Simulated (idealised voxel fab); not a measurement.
process module | voxel wiring stack
Section shown: cut. Width: 275 nm. Cell size: 5 nm, square.
For the purposes of this document, a cross-section shall be understood as a grid of square cells, specified as bands listed in top-to-bottom order, each band consisting of one or more rows of cells.
This entry defines a band. It first specifies the height of the band's top and the height of its bottom in nm, and then specifies the band's materials from left to right, stating each material with its width in nm. The word "all across" identifies a single material that fills the band from edge to edge, while the word "air" identifies empty space.
Heights are reckoned from 0. Under this level, the received wafer is all of one material. The bottommost band is open-ended downward, for example "0 -> down".
The two numbers in a width such as "30..40" mark its ends across the band: the first belongs to the top row of cells, the second to the bottom row, and from each row to the next the width moves by the same amount.
The designation "nothing got changed", where it is given for a processing step, indicates that no cell of the cross-section was altered in the course of that step.
Each empty space that has no open way to the top and spans at least 8 cells appears under "Encapsulated voids" as width x height at distance, the distance counted from the left edge, all in nm.
Whatever follows a step's settings on its line is a remark the simulator itself makes about that step.
Among the settings permitted on a step's line is "overlay nm"; applied to a step with a mask, it specifies the extent to which the mask lay to the right of its planned position, whereas a negative figure signifies a position to the left.

Process steps foreseen in the plan:
1,op RECEIVE | material Si
2,op CONFORMAL_DEP | material SiO2 | thk nm 15
3,op DIRECTIONAL_DEP | material TiN | thk nm 5
4,op DIRECTIONAL_DEP | material Ru | thk nm 15
5,op DIRECTIONAL_DEP | material aC | thk nm 15
6,op PATTERN | tone cover | mask id METAL_1 | material resist | width nm 25 | pitch nm 40 | thk nm 35 | overlay nm 0
7,op DIRECTIONAL_ETCH | etch materials aC | depth nm 15
8,op STRIP | etch materials resist
9,op DIRECTIONAL_ETCH | etch materials Ru | depth nm 15
10,op DIRECTIONAL_ETCH | etch materials TiN | depth nm 5
11,op STRIP | etch materials aC
12,op FILL_DEP | material lowk | thk nm 5
13,op CMP | height nm 35
14,op CONFORMAL_DEP | material SiCN | thk nm 5
15,op DIRECTIONAL_DEP | material lowk | thk nm 15
16,op DIRECTIONAL_DEP | material aC | thk nm 15
17,op PATTERN | tone open | mask id PLUG_1 | material resist | width nm 15 | pitch nm 40 | thk nm 35 | overlay nm 0
18,op DIRECTIONAL_ETCH | etch materials aC | depth nm 15
19,op STRIP | etch materials resist
20,op DIRECTIONAL_ETCH | etch materials lowk | depth nm 15
21,op DIRECTIONAL_ETCH | etch materials SiCN | depth nm 5
22,op STRIP | etch materials aC
23,op EPI | material Ru | thk nm 10
24,op EPI | material Ru | thk nm 10
25,op CONFORMAL_DEP | material SiN | thk nm 5
26,op DIRECTIONAL_DEP | material SiO2 | thk nm 15
27,op MASKED_ETCH | tone open | mask id METAL_2 | width nm 25 | pitch nm 40 | etch materials SiO2 | depth nm 15 | overlay nm 0
28,op MASKED_ETCH | tone open | mask id METAL_2 | width nm 25 | pitch nm 40 | etch materials SiN | depth nm 5 | overlay nm 0
29,op CONFORMAL_DEP | material TiN | thk nm 5
30,op FILL_DEP | material Cu | thk nm 5
31,op CMP | height nm 75
32,op EPI | material Ru | thk nm 5
33,op FILL_DEP | material SiCN | thk nm 5
34,op DIRECTIONAL_DEP | material SiO2 | thk nm 35
35,op MASKED_ETCH | tone open | mask id METAL_3 | width nm 25 | pitch nm 40 | etch materials SiO2 | depth nm 20 | overlay nm 0
36,op DIRECTIONAL_DEP | material aC | thk nm 10
37,op PATTERN | tone open | mask id METAL_3_HOLES | material resist | width nm 15 | pitch nm 80 | thk nm 30 | overlay nm 0
38,op DIRECTIONAL_ETCH | etch materials aC | depth nm 10
39,op STRIP | etch materials resist
40,op DIRECTIONAL_ETCH | etch materials SiO2 | depth nm 15
41,op DIRECTIONAL_ETCH | etch materials SiCN | depth nm 5
42,op STRIP | etch materials aC
43,op CONFORMAL_DEP | material TiN | thk nm 5
44,op FILL_DEP | material Cu | thk nm 5
45,op CMP | height nm 120
46,op CONFORMAL_DEP | material SiN | thk nm 5

Cross-section of the incoming wafer, state after step 1:
* 0 -> down: Si all across
* Encapsulated voids: none

The module was run from the start shown above using the plan shown above, but one mistake was made doing it; the resulting wafer cross-section is below:
* 125 -> 120: SiN all across
* 120 -> 110: SiO2: 60, then TiN: 5, then Cu: 20, then TiN: 5, then SiO2: 15, then TiN: 5, then Cu: 15, then TiN: 5, then SiO2: 10, then TiN: 5, then Cu: 20, then TiN: 5, then SiO2: 15, then TiN: 5, then Cu: 15, then TiN: 5, then SiO2: 65
* 110 -> 105: SiO2: 60, then TiN: 10, then Cu: 15, then TiN: 5, then SiO2: 15, then TiN: 5, then Cu: 15, then TiN: 5, then SiO2: 10, then TiN: 10, then Cu: 15, then TiN: 5, then SiO2: 15, then TiN: 5, then Cu: 15, then TiN: 5, then SiO2: 65
* 105 -> 100: SiO2: 65, then TiN: 5, then Cu: 10, then TiN: 10, then SiO2: 15, then TiN: 25, then SiO2: 15, then TiN: 5, then Cu: 10, then TiN: 10, then SiO2: 15, then TiN: 25, then SiO2: 65
* 100 -> 85: SiO2: 65, then TiN: 5, then Cu: 10, then TiN: 5, then SiO2: 60, then TiN: 5, then Cu: 10, then TiN: 5, then SiO2: 110
* 85 -> 80: SiCN: 65, then TiN: 20, then SiCN: 60, then TiN: 20, then SiCN: 110
* 80 -> 75: SiCN: 60, then Ru: 35, then SiCN: 5, then Ru: 35, then SiCN: 5, then Ru: 35, then SiCN: 5, then Ru: 35, then SiCN: 60
* 75 -> 60: SiO2: 65, then TiN: 5, then Cu: 15, then TiN: 5, then SiO2: 15, then TiN: 5, then Cu: 15, then TiN: 5, then SiO2: 15, then TiN: 5, then Cu: 15, then TiN: 5, then SiO2: 15, then TiN: 5, then Cu: 15, then TiN: 5, then SiO2: 65
* 60 -> 55: SiN: 65, then TiN: 25, then SiN: 15, then TiN: 25, then SiN: 15, then TiN: 25, then SiN: 15, then TiN: 25, then SiN: 65
* 55 -> 40: lowk: 65, then Ru: 15, then lowk: 25, then Ru: 15, then lowk: 25, then Ru: 15, then lowk: 25, then Ru: 15, then lowk: 75
* 40 -> 35: SiCN: 65, then Ru: 15, then SiCN: 25, then Ru: 15, then SiCN: 25, then Ru: 15, then SiCN: 25, then Ru: 15, then SiCN: 75
* 35 -> 20: lowk: 65, then Ru: 25, then lowk: 15, then Ru: 25, then lowk: 15, then Ru: 25, then lowk: 15, then Ru: 25, then lowk: 65
* 20 -> 15: lowk: 65, then TiN: 25, then lowk: 15, then TiN: 25, then lowk: 15, then TiN: 25, then lowk: 15, then TiN: 25, then lowk: 65
* 15 -> 0: SiO2 all across
* 0 -> down: Si all across
* Encapsulated voids: none
What was the processing mistake? step 37 was processed under conditions differing from the plan, specifically as op PATTERN | tone open | mask id METAL_3_HOLES | material resist | width nm 25 | pitch nm 80 | thk nm 30 | overlay nm 0
